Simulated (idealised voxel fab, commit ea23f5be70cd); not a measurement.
The process module that follows is named voxel ribs on slabs.
Displayed cross-section: cut, width of 270 nm, square cells sized 5 nm.
Cross-section layout: square cells on a grid; listed as bands, top to bottom; a band spans one or more cell rows.
Basically the band line says how high the top is and how high the bottom is, in nm, and then what's in it from left to right, every material with its width in nm. Empty space shows up as "blank", and if a single material carries "edge to edge" it runs the full band edge to edge.
We count height from 0. Below that, the starting wafer is all one material. The lowest band never ends at the bottom but goes on down; see "0..down" for how that is written.
Note: "30..40" means the width goes from the first number (top row of the band) to the second number (bottom row) in equal steps per row of cells.
Key: "remains unaltered" - step with no changed cell in the cross-section.
In "Closed void table" the enclosed voids are listed, meaning empty spaces of 8 cells or larger without any opening to the top. The form is width x height at distance, distance from the left edge, units nm.
Anything after a step's settings on that line? It's the simulator's own note about the step.
"overlay nm" on a masked step: distance the mask lay right of its planned place, negative for left.

Listed below are the process steps as planned:
1,RECEIVE with material Si
2,DIRECTIONAL_DEP with material SiO2, thk nm 30
3,DIRECTIONAL_DEP with material polySi, thk nm 20
4,PATTERN with tone cover, mask id RIB, material resist, width nm 20, thk nm 15, overlay nm 0
5,DIRECTIONAL_ETCH with etch materials polySi, depth nm 5
6,STRIP with etch materials resist
7,DIRECTIONAL_DEP with material aC, thk nm 15
8,PATTERN with tone cover, mask id SLAB, material resist, width nm 50, thk nm 35, overlay nm 0
9,DIRECTIONAL_ETCH with etch materials aC, depth nm 15
10,STRIP with etch materials resist
11,DIRECTIONAL_ETCH with etch materials polySi, depth nm 15
12,STRIP with etch materials aC
13,FILL_DEP with material SiO2, thk nm 25
14,CMP with height nm 65
15,DIRECTIONAL_DEP with material TiN, thk nm 5
16,PATTERN with tone cover, mask id HEATER, material resist, width nm 30, thk nm 15, overlay nm 0
17,DIRECTIONAL_ETCH with etch materials TiN, depth nm 5
18,STRIP with etch materials resist
19,CONFORMAL_DEP with material SiO2, thk nm 10

First of two wafers - as planned:

Cross-sectional view of the wafer in its as-received condition, corresponding to the state after step 1:
  0..down = Si edge to edge
  Closed void table: none

Step 2 complete: cross-section through the wafer:
  30..0 = SiO2 edge to edge
  Below 0 it's all the same as before, nothing changed down there.

Step 3 complete: cross-section through the wafer:
  50..30 = polySi edge to edge
  Below 30 it's all the same as before, nothing changed down there.

Step 4 complete: cross-section through the wafer:
  65..50 = blank 125 nm / resist 20 nm / blank 125 nm
  Below 50 it's all the same as before, nothing changed down there.

Step 5 complete: cross-section through the wafer:
  65..50 = blank 125 nm / resist 20 nm / blank 125 nm
  50..45 = blank 125 nm / polySi 20 nm / blank 125 nm
  Below 45 it's all the same as before, nothing changed down there.

Step 6 complete: cross-section through the wafer:
  50..45 = blank 125 nm / polySi 20 nm / blank 125 nm
  Below 45 it's all the same as before, nothing changed down there.

Step 7 complete: cross-section through the wafer:
  65..60 = blank 125 nm / aC 20 nm / blank 125 nm
  60..50 = aC edge to edge
  50..45 = aC 125 nm / polySi 20 nm / aC 125 nm
  Below 45 it's all the same as before, nothing changed down there.

Step 8 complete: cross-section through the wafer:
  100..65 = blank 110 nm / resist 50 nm / blank 110 nm
  65..60 = blank 110 nm / resist 15 nm / aC 20 nm / resist 15 nm / blank 110 nm
  Below 60 it's all the same as before, nothing changed down there.

Step 9 complete: cross-section through the wafer:
  85..65 = blank 110 nm / resist 50 nm / blank 110 nm
  65..60 = blank 110 nm / resist 15 nm / aC 20 nm / resist 15 nm / blank 110 nm
  60..50 = blank 110 nm / aC 50 nm / blank 110 nm
  50..45 = blank 110 nm / aC 15 nm / polySi 20 nm / aC 15 nm / blank 110 nm
  Below 45 it's all the same as before, nothing changed down there.

Step 10 complete: cross-section through the wafer:
  65..60 = blank 125 nm / aC 20 nm / blank 125 nm
  Below 60 it's all the same as before, nothing changed down there.

Step 11 complete: cross-section through the wafer:
  65..60 = blank 125 nm / aC 20 nm / blank 125 nm
  60..50 = blank 110 nm / aC 50 nm / blank 110 nm
  50..45 = blank 110 nm / aC 15 nm / polySi 20 nm / aC 15 nm / blank 110 nm
  45..30 = blank 110 nm / polySi 50 nm / blank 110 nm
  Below 30 it's all the same as before, nothing changed down there.

Step 12 complete: cross-section through the wafer:
  50..45 = blank 125 nm / polySi 20 nm / blank 125 nm
  Below 45 it's all the same as before, nothing changed down there.

Step 13 complete: cross-section through the wafer:
  75..50 = SiO2 edge to edge
  50..45 = SiO2 125 nm / polySi 20 nm / SiO2 125 nm
  45..30 = SiO2 110 nm / polySi 50 nm / SiO2 110 nm
  Below 30 it's all the same as before, nothing changed down there.

Step 14 complete: cross-section through the wafer:
  65..50 = SiO2 edge to edge
  Below 50 it's all the same as before, nothing changed down there.

Step 15 complete: cross-section through the wafer:
  70..65 = TiN edge to edge
  Below 65 it's all the same as before, nothing changed down there.

Step 16 complete: cross-section through the wafer:
  85..70 = blank 120 nm / resist 30 nm / blank 120 nm
  Below 70 it's all the same as before, nothing changed down there.

Step 17 complete: cross-section through the wafer:
  85..70 = blank 120 nm / resist 30 nm / blank 120 nm
  70..65 = blank 120 nm / TiN 30 nm / blank 120 nm
  Below 65 it's all the same as before, nothing changed down there.

Step 18 complete: cross-section through the wafer:
  70..65 = blank 120 nm / TiN 30 nm / blank 120 nm
  Below 65 it's all the same as before, nothing changed down there.

Step 19 complete: cross-section through the wafer:
  80..75 = blank 110 nm / SiO2 50 nm / blank 110 nm
  75..70 = SiO2 edge to edge
  70..65 = SiO2 120 nm / TiN 30 nm / SiO2 120 nm
  Below 65 it's all the same as before, nothing changed down there.

What follows concerns the second wafer, which started out like the first and was meant to follow the very same plan; one mistake crept in when it was run, but everything up to and including step 5 is the same as for the first wafer:

The second wafer in cross-section, at the planned close of step 6:
  80..65 = blank 125 nm / aC 20 nm / blank 125 nm
  65..60 = blank 125 nm / resist 20 nm / blank 125 nm
  60..50 = aC 125 nm / resist 20 nm / aC 125 nm
  50..45 = aC 125 nm / polySi 20 nm / aC 125 nm
  Below 45 it's all the same as before, nothing changed down there.

The second wafer in cross-section, at the planned close of step 7:
  60..50 = aC 125 nm / blank 20 nm / aC 125 nm
  Below 50 it's all the same as before, nothing changed down there.

The second wafer in cross-section, at the planned close of step 8:
  95..60 = blank 110 nm / resist 50 nm / blank 110 nm
  60..50 = aC 125 nm / resist 20 nm / aC 125 nm
  Below 50 it's all the same as before, nothing changed down there.

The second wafer in cross-section, at the planned close of step 9:
  80..60 = blank 110 nm / resist 50 nm / blank 110 nm
  60..50 = blank 110 nm / aC 15 nm / resist 20 nm / aC 15 nm / blank 110 nm
  50..45 = blank 110 nm / aC 15 nm / polySi 20 nm / aC 15 nm / blank 110 nm
  Below 45 it's all the same as before, nothing changed down there.

The second wafer in cross-section, at the planned close of step 10:
  60..50 = blank 110 nm / aC 15 nm / blank 20 nm / aC 15 nm / blank 110 nm
  Below 50 it's all the same as before, nothing changed down there.

The second wafer in cross-section, at the planned close of step 11:
  60..45 = blank 110 nm / aC 15 nm / blank 20 nm / aC 15 nm / blank 110 nm
  45..35 = blank 110 nm / polySi 15 nm / blank 20 nm / polySi 15 nm / blank 110 nm
  35..30 = blank 110 nm / polySi 50 nm / blank 110 nm
  Below 30 it's all the same as before, nothing changed down there.

The second wafer in cross-section, at the planned close of step 12:
  45..35 = blank 110 nm / polySi 15 nm / blank 20 nm / polySi 15 nm / blank 110 nm
  Below 35 it's all the same as before, nothing changed down there.

The second wafer in cross-section, at the planned close of step 13:
  70..45 = SiO2 edge to edge
  45..35 = SiO2 110 nm / polySi 15 nm / SiO2 20 nm / polySi 15 nm / SiO2 110 nm
  35..30 = SiO2 110 nm / polySi 50 nm / SiO2 110 nm
  Below 30 it's all the same as before, nothing changed down there.

The second wafer in cross-section, at the planned close of step 14:
  65..45 = SiO2 edge to edge
  Below 45 it's all the same as before, nothing changed down there.

The second wafer in cross-section, at the planned close of step 15:
  70..65 = TiN edge to edge
  Below 65 it's all the same as before, nothing changed down there.

The second wafer in cross-section, at the planned close of step 16:
  85..70 = blank 120 nm / resist 30 nm / blank 120 nm
  Below 70 it's all the same as before, nothing changed down there.

The second wafer in cross-section, at the planned close of step 17:
  85..70 = blank 120 nm / resist 30 nm / blank 120 nm
  70..65 = blank 120 nm / TiN 30 nm / blank 120 nm
  Below 65 it's all the same as before, nothing changed down there.

The second wafer in cross-section, at the planned close of step 18:
  70..65 = blank 120 nm / TiN 30 nm / blank 120 nm
  Below 65 it's all the same as before, nothing changed down there.

The second wafer in cross-section, at the planned close of step 19:
  80..75 = blank 110 nm / SiO2 50 nm / blank 110 nm
  75..70 = SiO2 edge to edge
  70..65 = SiO2 120 nm / TiN 30 nm / SiO2 120 nm
  Below 65 it's all the same as before, nothing changed down there.
Diagnosis: it was found that steps 6 and 7 of the process plan had been performed in exchanged positions
It is noted that, at the conclusion of processing, the second wafer exhibits a higher or lower cell count for certain materials relative to the first: +12 SiO2; -12 polySi
